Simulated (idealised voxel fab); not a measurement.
The document below concerns the process module designated voxel double patterning.
Cross-section cut: width 195 nm, square cells of 5 nm.
Cross-section spec: square-cell grid; bands listed top down; each band is one or more rows. The entry gives the band's vertical extent as a top height and a bottom height in nm, then its horizontal make-up as materials from left to right, each with a width in nm. "empty" stands for empty space; a single material marked "throughout" fills the band edge to edge. Basically, 0 is our baseline, since under it the wafer straight out of the box is all one material. The bottom band has no lower end and keeps on going down, so it looks like "0 and below". When a width is written as two numbers, as in "30->40", the first number is the width in the top row of cells of the band and the second is the width in its bottom row, and the width changes by the same amount from each row to the next. Take "no alteration" at face value: in the step it is given for, the cross-section changed in none of its cells. "Trapped voids" - sealed voids, min. 8 cells, no opening to top; format: width x height at distance (distance from left edge; nm throughout). That trailing text on a step's line, after the settings, is the simulator's own remark on the step. "overlay nm" answers the question of how far to the right of plan the mask lay on a step that has a mask, and when it is negative the answer is to the left.
Planned process steps
- 1: RECEIVE (material Si)
- 2: CONFORMAL_DEP (material SiO2; thk nm 5)
- 3: DIRECTIONAL_DEP (material polySi; thk nm 20)
- 4: DIRECTIONAL_DEP (material SiN; thk nm 5)
- 5: DIRECTIONAL_DEP (material aC; thk nm 10)
- 6: PATTERN (tone open; mask id FIRST; material resist; width nm 15; pitch nm 50; thk nm 30; overlay nm 0)
- 7: DIRECTIONAL_ETCH (etch materials aC; depth nm 10)
- 8: STRIP (etch materials resist)
- 9: DIRECTIONAL_ETCH (etch materials SiN; depth nm 5)
- 10: STRIP (etch materials aC)
- 11: PATTERN (tone open; mask id SECOND; material resist; width nm 15; thk nm 20; overlay nm 0)
- 12: DIRECTIONAL_ETCH (etch materials SiN; depth nm 5)
- 13: STRIP (etch materials resist)
- 14: DIRECTIONAL_ETCH (etch materials polySi; depth nm 20)
- 15: STRIP (etch materials SiN)
Step 1 complete: cross-section of the wafer as received
> 0 and below: Si throughout
> Trapped voids: none
The cross-section shown corresponds to the wafer at the conclusion of the module. The initial structure and the process plan are those presented above; however, one mistake occurred in executing the plan
> 25 down to 15: polySi: 65 | empty: 15 | polySi: 10 | empty: 15 | polySi: 10 | empty: 15 | polySi: 65
> 15 down to 5: polySi throughout
> 5 down to 0: SiO2 throughout
> 0 and below: Si throughout
> Trapped voids: none
Diagnosis: rather than as planned, step 14 actually ran as DIRECTIONAL_ETCH (etch materials polySi; depth nm 10)
